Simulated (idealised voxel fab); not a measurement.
Process module under the name voxel self aligned contacts
The width of the displayed cross-section, cut, is 260 nm; its cells are square, with a size of 5 nm.
In this document a cross-section is written as a grid of square cells. It is given as a series of bands, listed from the top down, and a band is one or more rows of cells. What a band's entry tells you: where the top is and where the bottom is, as heights in nm, and after that what lies inside, material by material from left to right, each with its width in nm. Empty space is written as the word "blank", and a single material marked with the word "everywhere" occupies the band from edge to edge. A quick word on heights: they are counted from 0, and under that level the wafer as it came to us is one material throughout. The lowest band is different from the rest in having no bottom; it simply continues downward, written as in "top 0, no bottom". Per-row width for "30->40": begins at first number (top row of band), ends at second number (bottom row), increment between rows held constant. Key: "all unchanged" - step with no changed cell in the cross-section. In "Sealed voids" the enclosed voids are listed, meaning empty spaces of 8 cells or larger without any opening to the top. The form is width x height at distance, distance from the left edge, units nm. Text after the settings on a step's line: the simulator's own remark on that step. The "overlay nm" setting may appear on a step's line; for a step that uses a mask, it gives how far to the right of its planned position the mask lay, and a negative value indicates the left.
### Intended process steps
1 op RECEIVE | material Si
2 op OXIDIZE | depth nm 5
3 op DIRECTIONAL_DEP | material polySi | thk nm 30
4 op DIRECTIONAL_DEP | material SiN | thk nm 25
5 op PATTERN | tone cover | mask id GATE | material resist | width nm 25 | pitch nm 70 | thk nm 15 | overlay nm 0
6 op DIRECTIONAL_ETCH | etch materials SiN | depth nm 25
7 op DIRECTIONAL_ETCH | etch materials polySi | depth nm 30
8 op STRIP | etch materials resist
9 op CONFORMAL_DEP | material SiN | thk nm 10
10 op DIRECTIONAL_ETCH | etch materials SiN | depth nm 10
11 op FILL_DEP | material SiO2 | thk nm 15
12 op CMP | height nm 65
13 op MASKED_ETCH | tone open | mask id CONTACT | width nm 55 | pitch nm 70 | etch materials SiO2 | depth nm 70 | overlay nm 0
14 op CONFORMAL_DEP | material TiN | thk nm 5
15 op FILL_DEP | material W | thk nm 10
16 op CMP | height nm 65
17 op CONFORMAL_DEP | material SiN | thk nm 5
### So this is the incoming wafer in cross-section - it's already been through step 1
  top 0, no bottom: Si everywhere
  Sealed voids: none
### The cross-section shown corresponds to the wafer at the conclusion of the module. The initial structure and the process plan are those presented above; however, one mistake occurred in executing the plan
  top 70, bottom 65: SiN everywhere
  top 65, bottom 60: 65 nm SiO2  5 nm TiN  45 nm W  5 nm TiN  15 nm SiO2  5 nm TiN  45 nm W  5 nm TiN  70 nm SiO2
  top 60, bottom 55: 65 nm SiO2  55 nm TiN  15 nm SiO2  55 nm TiN  70 nm SiO2
  top 55, bottom 30: 55 nm SiN  5 nm SiO2  65 nm SiN  5 nm SiO2  65 nm SiN  5 nm SiO2  60 nm SiN
  top 30, bottom 0: 45 nm polySi  10 nm SiN  5 nm SiO2  10 nm SiN  45 nm polySi  10 nm SiN  5 nm SiO2  10 nm SiN  45 nm polySi  10 nm SiN  5 nm SiO2  10 nm SiN  50 nm polySi
  top 0, bottom -5: SiO2 everywhere
  top -5, no bottom: Si everywhere
  Sealed voids: none
Processing error: step 5 ran with different settings than intended, the actual operation and settings being op PATTERN | tone open | mask id GATE | material resist | width nm 25 | pitch nm 70 | thk nm 15 | overlay nm 0
